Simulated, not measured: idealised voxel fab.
This section sets out a process module, namely voxel lift off.
Cross-section cut spans 295 nm and uses square cells 5 nm in size.
Just so we're on the same page, the cross-sections are grids of square cells, and they're listed out in bands top to bottom, each band one or more rows deep. Band: top height; bottom height; in nm. Then, left to right: material with width in nm, for each material. "all across": a single material spanning edge to edge. "blank": empty space. Heights are expressed relative to 0, this being the level below which the as-received wafer comprises one material exclusively. The lowest band is unbounded in the downward direction and is denoted as in "from 0 down". It should be noted that a width expressed as "30..40" varies in equal increments from row to row of cells within the band, taking the value of the first number at the top row and that of the second number at the bottom row. "same as before" for a step: no cell of the cross-section changed in that step. "Sealed void list" enumerates empty spaces isolated from the top, with no open way to it, that contain at least 8 cells, giving each as width x height at distance from the left edge, all three in nm. Post-settings text on a step line: simulator's own remark regarding the step. overlay nm: mask offset rightward from planned place, masked step; negative means leftward offset.
Listed below are the process steps as planned:
1 RECEIVE, material Si
2 CONFORMAL_DEP, material SiN, thk nm 5
3 PATTERN, tone open, mask id LINES, material resist, width nm 30, pitch nm 50, thk nm 20, overlay nm 0
4 DIRECTIONAL_DEP, material Ru, thk nm 10
5 STRIP, etch materials resist
6 CONFORMAL_DEP, material SiN, thk nm 10
The first wafer of two, processed as planned:
The cross-section here shows the wafer as received, i.e. in its state after step 1:
  from 0 down  Si all across
  Sealed void list: none
So this is the wafer cross-section right after step 2:
  from 5 to 0  SiN all across
  At heights below 0, the structure remains unaltered.
So this is the wafer cross-section right after step 3:
  from 25 to 5  resist 55 nm; blank 30 nm; resist 20 nm; blank 30 nm; resist 20 nm; blank 30 nm; resist 20 nm; blank 30 nm; resist 60 nm
  At heights below 5, the structure remains unaltered.
So this is the wafer cross-section right after step 4:
  from 35 to 25  Ru 55 nm; blank 30 nm; Ru 20 nm; blank 30 nm; Ru 20 nm; blank 30 nm; Ru 20 nm; blank 30 nm; Ru 60 nm
  from 25 to 15  resist 55 nm; blank 30 nm; resist 20 nm; blank 30 nm; resist 20 nm; blank 30 nm; resist 20 nm; blank 30 nm; resist 60 nm
  from 15 to 5  resist 55 nm; Ru 30 nm; resist 20 nm; Ru 30 nm; resist 20 nm; Ru 30 nm; resist 20 nm; Ru 30 nm; resist 60 nm
  At heights below 5, the structure remains unaltered.
So this is the wafer cross-section right after step 5:
  from 15 to 5  blank 55 nm; Ru 30 nm; blank 20 nm; Ru 30 nm; blank 20 nm; Ru 30 nm; blank 20 nm; Ru 30 nm; blank 60 nm
  At heights below 5, the structure remains unaltered.
So this is the wafer cross-section right after step 6:
  from 25 to 15  blank 45 nm; SiN 200 nm; blank 50 nm
  from 15 to 5  SiN 55 nm; Ru 30 nm; SiN 20 nm; Ru 30 nm; SiN 20 nm; Ru 30 nm; SiN 20 nm; Ru 30 nm; SiN 60 nm
  At heights below 5, the structure remains unaltered.
Second wafer: same start and same plan as the first, one execution error; identical to the first through step 4:
Cross-section of the second wafer at the time step 5 of the plan should have ended:
  from 15 to 5  blank 55 nm; Ru 30 nm; blank 20 nm; Ru 30 nm; blank 20 nm; Ru 30 nm; blank 20 nm; Ru 30 nm; blank 60 nm
  At heights below 5, the structure remains unaltered.
Cross-section of the second wafer at the time step 6 of the plan should have ended:
  from 25 to 15  blank 45 nm; SiN 200 nm; blank 50 nm
  from 15 to 5  SiN 55 nm; Ru 30 nm; SiN 20 nm; Ru 30 nm; SiN 20 nm; Ru 30 nm; SiN 20 nm; Ru 30 nm; SiN 60 nm
  At heights below 5, the structure remains unaltered.
Plan not followed: it should be noted that step 5 of the plan was executed twice
Given identical final cross-sections on the two wafers, the mistake has no effect on any quantity computed by this model.
